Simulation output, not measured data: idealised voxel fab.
Process module name: voxel quadruple lines
For reference, the cross-section in this document is cut, with width 175 nm and square cells of 5 nm.
Notation: cross-section as square-cell grid; stated in bands, top first, going down; one or more cell rows per band.
Quick guide to a band line: top height, bottom height (nm) up front; then every material left to right with its width in nm. Only one material and it's marked "edge to edge"? Then it fills the band edge to edge. And "blank" just means empty space.
Height is counted from the level 0, under which the received wafer is composed throughout of one material. The lowest of the bands is not closed at the bottom but continues downward, in the notation "0 down".
With a width like "30..40", each row of cells in the band differs from the next by the same amount, the top row carrying the first number and the bottom row the second.
"left unchanged" for a step: no cell of the cross-section changed in that step.
Closed empty spaces (no open way to the top) of 8 cells or more are what "Closed void list" lists, each as width x height at distance from the left edge, nm for all three.
Heads up: the bit after the settings on a step's line is the simulator's remark on that step.
If you see "overlay nm" on a step's line and that step has a mask, it's telling you how far right of where it was planned the mask ended up; a negative number means it went left instead.
# The steps planned for the process are as follows
| 1 | RECEIVE | material Si |
| 2 | CONFORMAL_DEP | material SiO2 | thk nm 5 |
| 3 | DIRECTIONAL_DEP | material TiN | thk nm 15 |
| 4 | DIRECTIONAL_DEP | material polySi | thk nm 15 |
| 5 | DIRECTIONAL_DEP | material aC | thk nm 20 |
| 6 | PATTERN | tone cover | mask id MANDREL | material resist | width nm 35 | thk nm 30 | overlay nm 0 |
| 7 | DIRECTIONAL_ETCH | etch materials aC | depth nm 20 |
| 8 | STRIP | etch materials resist |
| 9 | CONFORMAL_DEP | material SiO2 | thk nm 15 |
| 10 | DIRECTIONAL_ETCH | etch materials SiO2 | depth nm 15 |
| 11 | STRIP | etch materials aC |
| 12 | DIRECTIONAL_ETCH | etch materials polySi | depth nm 15 |
| 13 | STRIP | etch materials SiO2 |
| 14 | CONFORMAL_DEP | material SiCN | thk nm 10 |
| 15 | DIRECTIONAL_ETCH | etch materials SiCN | depth nm 10 |
| 16 | STRIP | etch materials polySi |
| 17 | DIRECTIONAL_ETCH | etch materials TiN | depth nm 15 |
| 18 | STRIP | etch materials SiCN |
| 19 | FILL_DEP | material SiO2 | thk nm 5 |
| 20 | CMP | height nm 20 |
# As-received state of the wafer in cross-section, equivalent to post-step 1
> 0 down = Si edge to edge
> Closed void list: none
# Result of the module, cross-sectioned: start per above, plan per above, one error in how it was run
> 20 to 5 = 60 of SiO2, then 10 of TiN, then 15 of SiO2, then 5 of TiN, then 15 of SiO2, then 10 of TiN, then 60 of SiO2
> 5 to 0 = SiO2 edge to edge
> 0 down = Si edge to edge
> Closed void list: none
Where did the run depart from the plan? the process deviated at step 6: the operation and settings actually run there were PATTERN | tone open | mask id MANDREL | material resist | width nm 35 | thk nm 30 | overlay nm 0
